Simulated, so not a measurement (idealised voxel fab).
Process module heading - voxel trench capacitor
In the cross-section labelled cut, the width is 190 nm and each square cell is 5 nm.
A cross-section in this document is a grid of square cells, and it is written down as bands, the top band listed before the ones below it; a band is made up of one or more rows of cells.
Band: top height; bottom height; in nm. Then, left to right: material with width in nm, for each material. "throughout": a single material spanning edge to edge. "blank": empty space.
Height datum 0, below which the as-received substrate wafer is one material. Lowest band open at the bottom, running downward: "0 -> down".
Width spec "30->40" -> top row of cells at first value, bottom row at second value, equal per-row change in between.
When a step is marked "same as before", none of the cells in the cross-section changed during that step.
This entry, "Trapped void list", enumerates those empty regions of no fewer than 8 cells that possess no open connection to the top. Each region is reported in the form width x height at distance, the distance being taken from the left edge, with all three quantities expressed in nm.
Formally, on a step line, whatever follows the settings is a remark that the simulator itself makes on the step.
For masked steps, "overlay nm" on the step line gives how far right of plan the mask actually lay; a minus sign means it lay to the left.
Steps planned for the process:
step 1: RECEIVE: material Si
step 2: CONFORMAL_DEP: material SiN, thk nm 5
step 3: PATTERN: tone open, mask id TRENCH, material resist, width nm 25, pitch nm 55, thk nm 20, overlay nm 0
step 4: DIRECTIONAL_ETCH: etch materials SiN, depth nm 5
step 5: DIRECTIONAL_ETCH: etch materials Si, depth nm 35
step 6: STRIP: etch materials resist
step 7: CONFORMAL_DEP: material HfO2, thk nm 5
step 8: CONFORMAL_DEP: material TiN, thk nm 5
step 9: FILL_DEP: material W, thk nm 5
step 10: CMP: height nm 5
Incoming wafer in cross-section (state: after step 1):
    0 -> down  Si throughout
    Trapped void list: none
The module was run from the start shown above using the plan shown above, but one mistake was made doing it; the resulting wafer cross-section is below:
    5 -> 0  W 45 nm / TiN 5 nm / HfO2 5 nm / SiN 25 nm / HfO2 5 nm / TiN 5 nm / W 10 nm / TiN 5 nm / HfO2 5 nm / SiN 25 nm / HfO2 5 nm / TiN 5 nm / W 45 nm
    0 -> -25  W 45 nm / TiN 5 nm / HfO2 5 nm / Si 25 nm / HfO2 5 nm / TiN 5 nm / W 10 nm / TiN 5 nm / HfO2 5 nm / Si 25 nm / HfO2 5 nm / TiN 5 nm / W 45 nm
    -25 -> -30  TiN 50 nm / HfO2 5 nm / Si 25 nm / HfO2 5 nm / TiN 20 nm / HfO2 5 nm / Si 25 nm / HfO2 5 nm / TiN 50 nm
    -30 -> -35  HfO2 55 nm / Si 25 nm / HfO2 30 nm / Si 25 nm / HfO2 55 nm
    -35 -> down  Si throughout
    Trapped void list: none
Heads up, the wafer didn't run the way we planned it: step 3 was run on a setting that differed from the plan, and what really ran there is PATTERN: tone cover, mask id TRENCH, material resist, width nm 25, pitch nm 55, thk nm 20, overlay nm 0
